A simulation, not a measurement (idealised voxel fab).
This section sets out a process module, namely voxel ribs on slabs.
Displayed cross-section: cut, width of 230 nm, square cells sized 5 nm.
A cross-section is a grid of square cells, given in bands from the top down. A band is one or more rows of cells.
Basically the band line says how high the top is and how high the bottom is, in nm, and then what's in it from left to right, every material with its width in nm. Empty space shows up as "air", and if a single material carries "all across" it runs the full band edge to edge.
Basically, 0 is our baseline, since under it the wafer straight out of the box is all one material. The bottom band has no lower end and keeps on going down, so it looks like "from 0 down".
With a width like "30..40", each row of cells in the band differs from the next by the same amount, the top row carrying the first number and the bottom row the second.
"no change" -> step changed no cross-section cell.
The entry "Enclosed voids" lists the empty spaces that cover at least 8 cells and have no open path to the top. Each is written as width x height at distance, where the distance is measured from the left edge and all three values are in nm.
Post-settings text on a step line: simulator's own remark regarding the step.
overlay nm: mask offset rightward from planned place, masked step; negative means leftward offset.

**This section lists the process steps that were planned**
1. RECEIVE (material Si)
2. DIRECTIONAL_DEP (material SiO2; thk nm 20)
3. DIRECTIONAL_DEP (material polySi; thk nm 25)
4. MASKED_ETCH (tone cover; mask id RIB; width nm 20; etch materials polySi; depth nm 20; overlay nm 0)
5. DIRECTIONAL_DEP (material aC; thk nm 15)
6. PATTERN (tone cover; mask id SLAB; material resist; width nm 70; thk nm 35; overlay nm 0)
7. DIRECTIONAL_ETCH (etch materials aC; depth nm 15)
8. STRIP (etch materials resist)
9. DIRECTIONAL_ETCH (etch materials polySi; depth nm 5)
10. STRIP (etch materials aC)
11. FILL_DEP (material SiO2; thk nm 20)
12. CMP (height nm 55)
13. DIRECTIONAL_DEP (material W; thk nm 10)
14. DIRECTIONAL_DEP (material aC; thk nm 10)
15. PATTERN (tone cover; mask id HEATER; material resist; width nm 30; thk nm 30; overlay nm 0)
16. DIRECTIONAL_ETCH (etch materials aC; depth nm 10)
17. STRIP (etch materials resist)
18. DIRECTIONAL_ETCH (etch materials W; depth nm 10)
19. STRIP (etch materials aC)
20. CONFORMAL_DEP (material SiO2; thk nm 5)

**Of two wafers, the first: run according to plan**

**Cross-section of the incoming wafer, state after step 1**
    from 0 down  Si all across
    Enclosed voids: none

**Once step 2 is through, the wafer looks like this in cross-section**
    from 20 to 0  SiO2 all across
    Below 0, the layers are the same as they were.

**Once step 3 is through, the wafer looks like this in cross-section**
    from 45 to 20  polySi all across
    Below 20, the layers are the same as they were.

**Once step 4 is through, the wafer looks like this in cross-section**
    from 45 to 25  air: 105 | polySi: 20 | air: 105
    Below 25, the layers are the same as they were.

**Once step 5 is through, the wafer looks like this in cross-section**
    from 60 to 45  air: 105 | aC: 20 | air: 105
    from 45 to 40  air: 105 | polySi: 20 | air: 105
    from 40 to 25  aC: 105 | polySi: 20 | aC: 105
    Below 25, the layers are the same as they were.

**Once step 6 is through, the wafer looks like this in cross-section**
    from 95 to 60  air: 80 | resist: 70 | air: 80
    from 60 to 45  air: 80 | resist: 25 | aC: 20 | resist: 25 | air: 80
    from 45 to 40  air: 80 | resist: 25 | polySi: 20 | resist: 25 | air: 80
    Below 40, the layers are the same as they were.

**Once step 7 is through, the wafer looks like this in cross-section**
    from 80 to 60  air: 80 | resist: 70 | air: 80
    from 60 to 45  air: 80 | resist: 25 | aC: 20 | resist: 25 | air: 80
    from 45 to 40  air: 80 | resist: 25 | polySi: 20 | resist: 25 | air: 80
    from 40 to 25  air: 80 | aC: 25 | polySi: 20 | aC: 25 | air: 80
    Below 25, the layers are the same as they were.

**Once step 8 is through, the wafer looks like this in cross-section**
    from 60 to 45  air: 105 | aC: 20 | air: 105
    from 45 to 40  air: 105 | polySi: 20 | air: 105
    Below 40, the layers are the same as they were.

**Once step 9 is through, the wafer looks like this in cross-section**
    from 60 to 45  air: 105 | aC: 20 | air: 105
    from 45 to 40  air: 105 | polySi: 20 | air: 105
    from 40 to 25  air: 80 | aC: 25 | polySi: 20 | aC: 25 | air: 80
    from 25 to 20  air: 80 | polySi: 70 | air: 80
    Below 20, the layers are the same as they were.

**Once step 10 is through, the wafer looks like this in cross-section**
    from 45 to 25  air: 105 | polySi: 20 | air: 105
    Below 25, the layers are the same as they were.

**Once step 11 is through, the wafer looks like this in cross-section**
    from 65 to 45  SiO2 all across
    from 45 to 25  SiO2: 105 | polySi: 20 | SiO2: 105
    from 25 to 20  SiO2: 80 | polySi: 70 | SiO2: 80
    Below 20, the layers are the same as they were.

**Once step 12 is through, the wafer looks like this in cross-section**
    from 55 to 45  SiO2 all across
    Below 45, the layers are the same as they were.

**Once step 13 is through, the wafer looks like this in cross-section**
    from 65 to 55  W all across
    Below 55, the layers are the same as they were.

**Once step 14 is through, the wafer looks like this in cross-section**
    from 75 to 65  aC all across
    Below 65, the layers are the same as they were.

**Once step 15 is through, the wafer looks like this in cross-section**
    from 105 to 75  air: 100 | resist: 30 | air: 100
    Below 75, the layers are the same as they were.

**Once step 16 is through, the wafer looks like this in cross-section**
    from 95 to 75  air: 100 | resist: 30 | air: 100
    from 75 to 65  air: 100 | aC: 30 | air: 100
    Below 65, the layers are the same as they were.

**Once step 17 is through, the wafer looks like this in cross-section**
    from 75 to 65  air: 100 | aC: 30 | air: 100
    Below 65, the layers are the same as they were.

**Once step 18 is through, the wafer looks like this in cross-section**
    from 75 to 65  air: 100 | aC: 30 | air: 100
    from 65 to 55  air: 100 | W: 30 | air: 100
    Below 55, the layers are the same as they were.

**Once step 19 is through, the wafer looks like this in cross-section**
    from 65 to 55  air: 100 | W: 30 | air: 100
    Below 55, the layers are the same as they were.

**Once step 20 is through, the wafer looks like this in cross-section**
    from 70 to 65  air: 95 | SiO2: 40 | air: 95
    from 65 to 60  air: 95 | SiO2: 5 | W: 30 | SiO2: 5 | air: 95
    from 60 to 55  SiO2: 100 | W: 30 | SiO2: 100
    Below 55, the layers are the same as they were.

**Wafer two of two - same starting point, same process plan, one mistake in execution; matches wafer one up to and including step 14**

**Cross-section of the second wafer when, according to plan, step 15 should have finished**
    from 105 to 75  resist: 100 | air: 30 | resist: 100
    Below 75, the layers are the same as they were.

**Cross-section of the second wafer when, according to plan, step 16 should have finished**
    from 95 to 75  resist: 100 | air: 30 | resist: 100
    from 75 to 65  aC: 100 | air: 30 | aC: 100
    Below 65, the layers are the same as they were.

**Cross-section of the second wafer when, according to plan, step 17 should have finished**
    from 75 to 65  aC: 100 | air: 30 | aC: 100
    Below 65, the layers are the same as they were.

**Cross-section of the second wafer when, according to plan, step 18 should have finished**
    from 75 to 65  aC: 100 | air: 30 | aC: 100
    from 65 to 55  W: 100 | air: 30 | W: 100
    Below 55, the layers are the same as they were.

**Cross-section of the second wafer when, according to plan, step 19 should have finished**
    from 65 to 55  W: 100 | air: 30 | W: 100
    Below 55, the layers are the same as they were.

**Cross-section of the second wafer when, according to plan, step 20 should have finished**
    from 70 to 65  SiO2: 105 | air: 20 | SiO2: 105
    from 65 to 60  W: 100 | SiO2: 5 | air: 20 | SiO2: 5 | W: 100
    from 60 to 55  W: 100 | SiO2: 30 | W: 100
    Below 55, the layers are the same as they were.
Finding, execution versus plan: step 15 ran differently from the plan; actual operation with settings: PATTERN (tone open; mask id HEATER; material resist; width nm 30; thk nm 30; overlay nm 0)
FYI, end of process, the second wafer has more or fewer cells of some materials than the first: +68 W
